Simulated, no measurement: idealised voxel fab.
process module | voxel spacer lines
cross-section cut | 225 nm wide | cells 5 nm
A cross-section is a grid of square cells, given in bands from the top down. A band is one or more rows of cells.
Each band's line starts with the height of the band's top and of its bottom, in nm. Then come its materials from left to right, each with its width in nm. One material with "throughout" fills the band from edge to edge. "air" is empty space.
Height 0 is the level under which the wafer as received is all one material. The lowest band goes on downwards, as in "0 down".
A width such as "30 to 40" changes by the same amount from each row of cells to the next, from the band's top row to its bottom row.
"no change" after a step means that no cell of the cross-section changed.
closed voids: empty space of 8 cells or more with no open way to the top, each as width x height at its distance from the left edge, in nm
after a step's settings: what the simulator itself notes on the step
overlay nm, on a step with a mask: how far to the right of its planned place the mask lay; to the left if negative
plan
1 op RECEIVE | material Si
2 op CONFORMAL_DEP | material SiO2 | thk nm 5
3 op DIRECTIONAL_DEP | material polySi | thk nm 20
4 op DIRECTIONAL_DEP | material aC | thk nm 25
5 op PATTERN | tone cover | mask id MANDREL | material resist | width nm 15 | pitch nm 60 | thk nm 30 | overlay nm 0
6 op DIRECTIONAL_ETCH | etch materials aC | depth nm 25
7 op STRIP | etch materials resist
8 op CONFORMAL_DEP | material SiN | thk nm 15
9 op DIRECTIONAL_ETCH | etch materials SiN | depth nm 15
10 op STRIP | etch materials aC
11 op DIRECTIONAL_ETCH | etch materials polySi | depth nm 20
12 op STRIP | etch materials SiN
first wafer, as planned
as received, after step 1
  0 down: Si throughout
  closed voids: none
after step 2
  5 to 0: SiO2 throughout
  below 0: unchanged
after step 3
  25 to 5: polySi throughout
  below 5: unchanged
after step 4
  50 to 25: aC throughout
  below 25: unchanged
after step 5
  80 to 50: air 75 | resist 15 | air 45 | resist 15 | air 75
  below 50: unchanged
after step 6
  55 to 50: air 75 | resist 15 | air 45 | resist 15 | air 75
  50 to 25: air 75 | aC 15 | air 45 | aC 15 | air 75
  below 25: unchanged
after step 7
  50 to 25: air 75 | aC 15 | air 45 | aC 15 | air 75
  below 25: unchanged
after step 8
  65 to 50: air 60 | SiN 45 | air 15 | SiN 45 | air 60
  50 to 40: air 60 | SiN 15 | aC 15 | SiN 15 | air 15 | SiN 15 | aC 15 | SiN 15 | air 60
  40 to 25: SiN 75 | aC 15 | SiN 45 | aC 15 | SiN 75
  below 25: unchanged
after step 9
  50 to 25: air 60 | SiN 15 | aC 15 | SiN 15 | air 15 | SiN 15 | aC 15 | SiN 15 | air 60
  below 25: unchanged
after step 10
  50 to 25: air 60 | SiN 15 | air 15 | SiN 15 | air 15 | SiN 15 | air 15 | SiN 15 | air 60
  below 25: unchanged
after step 11
  50 to 25: air 60 | SiN 15 | air 15 | SiN 15 | air 15 | SiN 15 | air 15 | SiN 15 | air 60
  25 to 5: air 60 | polySi 15 | air 15 | polySi 15 | air 15 | polySi 15 | air 15 | polySi 15 | air 60
  below 5: unchanged
after step 12
  25 to 5: air 60 | polySi 15 | air 15 | polySi 15 | air 15 | polySi 15 | air 15 | polySi 15 | air 60
  below 5: unchanged
second wafer: like start, like plan, one mistake. Through step 4 it matches the first wafer
when step 5 should have ended
  80 to 50: air 75 | resist 20 | air 40 | resist 20 | air 70
  below 50: unchanged
when step 6 should have ended
  55 to 50: air 75 | resist 20 | air 40 | resist 20 | air 70
  50 to 25: air 75 | aC 20 | air 40 | aC 20 | air 70
  below 25: unchanged
when step 7 should have ended
  50 to 25: air 75 | aC 20 | air 40 | aC 20 | air 70
  below 25: unchanged
when step 8 should have ended
  65 to 50: air 60 | SiN 50 | air 10 | SiN 50 | air 55
  50 to 40: air 60 | SiN 15 | aC 20 | SiN 15 | air 10 | SiN 15 | aC 20 | SiN 15 | air 55
  40 to 25: SiN 75 | aC 20 | SiN 40 | aC 20 | SiN 70
  below 25: unchanged
when step 9 should have ended
  50 to 25: air 60 | SiN 15 | aC 20 | SiN 15 | air 10 | SiN 15 | aC 20 | SiN 15 | air 55
  below 25: unchanged
when step 10 should have ended
  50 to 25: air 60 | SiN 15 | air 20 | SiN 15 | air 10 | SiN 15 | air 20 | SiN 15 | air 55
  below 25: unchanged
when step 11 should have ended
  50 to 25: air 60 | SiN 15 | air 20 | SiN 15 | air 10 | SiN 15 | air 20 | SiN 15 | air 55
  25 to 5: air 60 | polySi 15 | air 20 | polySi 15 | air 10 | polySi 15 | air 20 | polySi 15 | air 55
  below 5: unchanged
when step 12 should have ended
  25 to 5: air 60 | polySi 15 | air 20 | polySi 15 | air 10 | polySi 15 | air 20 | polySi 15 | air 55
  below 5: unchanged
what went wrong: step 5 ran as: op PATTERN | tone cover | mask id MANDREL | material resist | width nm 20 | pitch nm 60 | thk nm 30 | overlay nm 0
at the end the second wafer has, in cells: as many of each material as the first, in other places
